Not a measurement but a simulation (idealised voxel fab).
process module | voxel air gaps
cross-section cut | 230 nm wide | cells 5 nm
A cross-section is a grid of square cells, given in bands from the top down. A band is one or more rows of cells.
Each band's line starts with the height of the band's top and of its bottom, in nm. Then come its materials from left to right, each with its width in nm. One material with "throughout" fills the band from edge to edge. "air" is empty space.
Height 0 is the level under which the wafer as received is all one material. The lowest band goes on downwards, as in "0 down".
A width such as "30 to 40" changes by the same amount from each row of cells to the next, from the band's top row to its bottom row.
"no change" after a step means that no cell of the cross-section changed.
closed voids: empty space of 8 cells or more with no open way to the top, each as width x height at its distance from the left edge, in nm
after a step's settings: what the simulator itself notes on the step
overlay nm, on a step with a mask: how far to the right of its planned place the mask lay; to the left if negative
plan
1 op RECEIVE | material Si
2 op CONFORMAL_DEP | material SiO2 | thk nm 10
3 op CONFORMAL_DEP | material SiN | thk nm 5
4 op DIRECTIONAL_DEP | material lowk | thk nm 40
5 op DIRECTIONAL_DEP | material aC | thk nm 15
6 op PATTERN | tone open | mask id LINES | material resist | width nm 20 | pitch nm 45 | thk nm 30 | overlay nm 0
7 op DIRECTIONAL_ETCH | etch materials aC | depth nm 15
8 op STRIP | etch materials resist
9 op DIRECTIONAL_ETCH | etch materials lowk | depth nm 40
10 op STRIP | etch materials aC
11 op CONFORMAL_DEP | material TiN | thk nm 5
12 op FILL_DEP | material Cu | thk nm 5
13 op CMP | height nm 55
14 op EPI | material Ru | thk nm 10
15 op SELECTIVE_ETCH | etch materials lowk | depth nm 50
16 op CONFORMAL_DEP | material SiCN | thk nm 5
first wafer, as planned
as received, after step 1
  0 down: Si throughout
  closed voids: none
after step 2
  10 to 0: SiO2 throughout
  below 0: unchanged
after step 3
  15 to 10: SiN throughout
  below 10: unchanged
after step 4
  55 to 15: lowk throughout
  below 15: unchanged
after step 5
  70 to 55: aC throughout
  below 55: unchanged
after step 6
  100 to 70: resist 60 | air 20 | resist 25 | air 20 | resist 25 | air 20 | resist 60
  below 70: unchanged
after step 7
  85 to 70: resist 60 | air 20 | resist 25 | air 20 | resist 25 | air 20 | resist 60
  70 to 55: aC 60 | air 20 | aC 25 | air 20 | aC 25 | air 20 | aC 60
  below 55: unchanged
after step 8
  70 to 55: aC 60 | air 20 | aC 25 | air 20 | aC 25 | air 20 | aC 60
  below 55: unchanged
after step 9
  70 to 55: aC 60 | air 20 | aC 25 | air 20 | aC 25 | air 20 | aC 60
  55 to 15: lowk 60 | air 20 | lowk 25 | air 20 | lowk 25 | air 20 | lowk 60
  below 15: unchanged
after step 10
  55 to 15: lowk 60 | air 20 | lowk 25 | air 20 | lowk 25 | air 20 | lowk 60
  below 15: unchanged
after step 11
  60 to 55: TiN 65 | air 10 | TiN 35 | air 10 | TiN 35 | air 10 | TiN 65
  55 to 20: lowk 60 | TiN 5 | air 10 | TiN 5 | lowk 25 | TiN 5 | air 10 | TiN 5 | lowk 25 | TiN 5 | air 10 | TiN 5 | lowk 60
  20 to 15: lowk 60 | TiN 20 | lowk 25 | TiN 20 | lowk 25 | TiN 20 | lowk 60
  below 15: unchanged
after step 12
  65 to 60: Cu throughout
  60 to 55: TiN 65 | Cu 10 | TiN 35 | Cu 10 | TiN 35 | Cu 10 | TiN 65
  55 to 20: lowk 60 | TiN 5 | Cu 10 | TiN 5 | lowk 25 | TiN 5 | Cu 10 | TiN 5 | lowk 25 | TiN 5 | Cu 10 | TiN 5 | lowk 60
  below 20: unchanged
after step 13
  55 to 20: lowk 60 | TiN 5 | Cu 10 | TiN 5 | lowk 25 | TiN 5 | Cu 10 | TiN 5 | lowk 25 | TiN 5 | Cu 10 | TiN 5 | lowk 60
  below 20: unchanged
after step 14
  65 to 55: air 50 | Ru 40 | air 5 | Ru 40 | air 5 | Ru 40 | air 50
  below 55: unchanged
after step 15
  65 to 55: air 50 | Ru 40 | air 5 | Ru 40 | air 5 | Ru 40 | air 50
  55 to 20: air 60 | TiN 5 | Cu 10 | TiN 5 | air 25 | TiN 5 | Cu 10 | TiN 5 | air 25 | TiN 5 | Cu 10 | TiN 5 | air 60
  20 to 15: air 60 | TiN 20 | air 25 | TiN 20 | air 25 | TiN 20 | air 60
  below 15: unchanged
after step 16
  70 to 65: air 45 | SiCN 140 | air 45
  65 to 55: air 45 | SiCN 5 | Ru 40 | SiCN 5 | Ru 40 | SiCN 5 | Ru 40 | SiCN 5 | air 45
  55 to 50: air 45 | SiCN 15 | TiN 5 | Cu 10 | TiN 5 | SiCN 25 | TiN 5 | Cu 10 | TiN 5 | SiCN 25 | TiN 5 | Cu 10 | TiN 5 | SiCN 15 | air 45
  50 to 20: air 55 | SiCN 5 | TiN 5 | Cu 10 | TiN 5 | SiCN 5 | air 15 | SiCN 5 | TiN 5 | Cu 10 | TiN 5 | SiCN 5 | air 15 | SiCN 5 | TiN 5 | Cu 10 | TiN 5 | SiCN 5 | air 55
  20 to 15: SiCN 60 | TiN 20 | SiCN 25 | TiN 20 | SiCN 25 | TiN 20 | SiCN 60
  below 15: unchanged
  closed voids: 15 x 30 at 85; 15 x 30 at 130
second wafer: like start, like plan, one mistake. Through step 5 it matches the first wafer
when step 6 should have ended
  100 to 70: resist 55 | air 20 | resist 25 | air 20 | resist 25 | air 20 | resist 65
  below 70: unchanged
when step 7 should have ended
  85 to 70: resist 55 | air 20 | resist 25 | air 20 | resist 25 | air 20 | resist 65
  70 to 55: aC 55 | air 20 | aC 25 | air 20 | aC 25 | air 20 | aC 65
  below 55: unchanged
when step 8 should have ended
  70 to 55: aC 55 | air 20 | aC 25 | air 20 | aC 25 | air 20 | aC 65
  below 55: unchanged
when step 9 should have ended
  70 to 55: aC 55 | air 20 | aC 25 | air 20 | aC 25 | air 20 | aC 65
  55 to 15: lowk 55 | air 20 | lowk 25 | air 20 | lowk 25 | air 20 | lowk 65
  below 15: unchanged
when step 10 should have ended
  55 to 15: lowk 55 | air 20 | lowk 25 | air 20 | lowk 25 | air 20 | lowk 65
  below 15: unchanged
when step 11 should have ended
  60 to 55: TiN 60 | air 10 | TiN 35 | air 10 | TiN 35 | air 10 | TiN 70
  55 to 20: lowk 55 | TiN 5 | air 10 | TiN 5 | lowk 25 | TiN 5 | air 10 | TiN 5 | lowk 25 | TiN 5 | air 10 | TiN 5 | lowk 65
  20 to 15: lowk 55 | TiN 20 | lowk 25 | TiN 20 | lowk 25 | TiN 20 | lowk 65
  below 15: unchanged
when step 12 should have ended
  65 to 60: Cu throughout
  60 to 55: TiN 60 | Cu 10 | TiN 35 | Cu 10 | TiN 35 | Cu 10 | TiN 70
  55 to 20: lowk 55 | TiN 5 | Cu 10 | TiN 5 | lowk 25 | TiN 5 | Cu 10 | TiN 5 | lowk 25 | TiN 5 | Cu 10 | TiN 5 | lowk 65
  below 20: unchanged
when step 13 should have ended
  55 to 20: lowk 55 | TiN 5 | Cu 10 | TiN 5 | lowk 25 | TiN 5 | Cu 10 | TiN 5 | lowk 25 | TiN 5 | Cu 10 | TiN 5 | lowk 65
  below 20: unchanged
when step 14 should have ended
  65 to 55: air 45 | Ru 40 | air 5 | Ru 40 | air 5 | Ru 40 | air 55
  below 55: unchanged
when step 15 should have ended
  65 to 55: air 45 | Ru 40 | air 5 | Ru 40 | air 5 | Ru 40 | air 55
  55 to 20: air 55 | TiN 5 | Cu 10 | TiN 5 | air 25 | TiN 5 | Cu 10 | TiN 5 | air 25 | TiN 5 | Cu 10 | TiN 5 | air 65
  20 to 15: air 55 | TiN 20 | air 25 | TiN 20 | air 25 | TiN 20 | air 65
  below 15: unchanged
when step 16 should have ended
  70 to 65: air 40 | SiCN 140 | air 50
  65 to 55: air 40 | SiCN 5 | Ru 40 | SiCN 5 | Ru 40 | SiCN 5 | Ru 40 | SiCN 5 | air 50
  55 to 50: air 40 | SiCN 15 | TiN 5 | Cu 10 | TiN 5 | SiCN 25 | TiN 5 | Cu 10 | TiN 5 | SiCN 25 | TiN 5 | Cu 10 | TiN 5 | SiCN 15 | air 50
  50 to 20: air 50 | SiCN 5 | TiN 5 | Cu 10 | TiN 5 | SiCN 5 | air 15 | SiCN 5 | TiN 5 | Cu 10 | TiN 5 | SiCN 5 | air 15 | SiCN 5 | TiN 5 | Cu 10 | TiN 5 | SiCN 5 | air 60
  20 to 15: SiCN 55 | TiN 20 | SiCN 25 | TiN 20 | SiCN 25 | TiN 20 | SiCN 65
  below 15: unchanged
  closed voids: 15 x 30 at 80; 15 x 30 at 125
what went wrong: step 6 ran as: op PATTERN | tone open | mask id LINES | material resist | width nm 20 | pitch nm 45 | thk nm 30 | overlay nm -5
at the end the second wafer has, in cells: as many of each material as the first, in other places
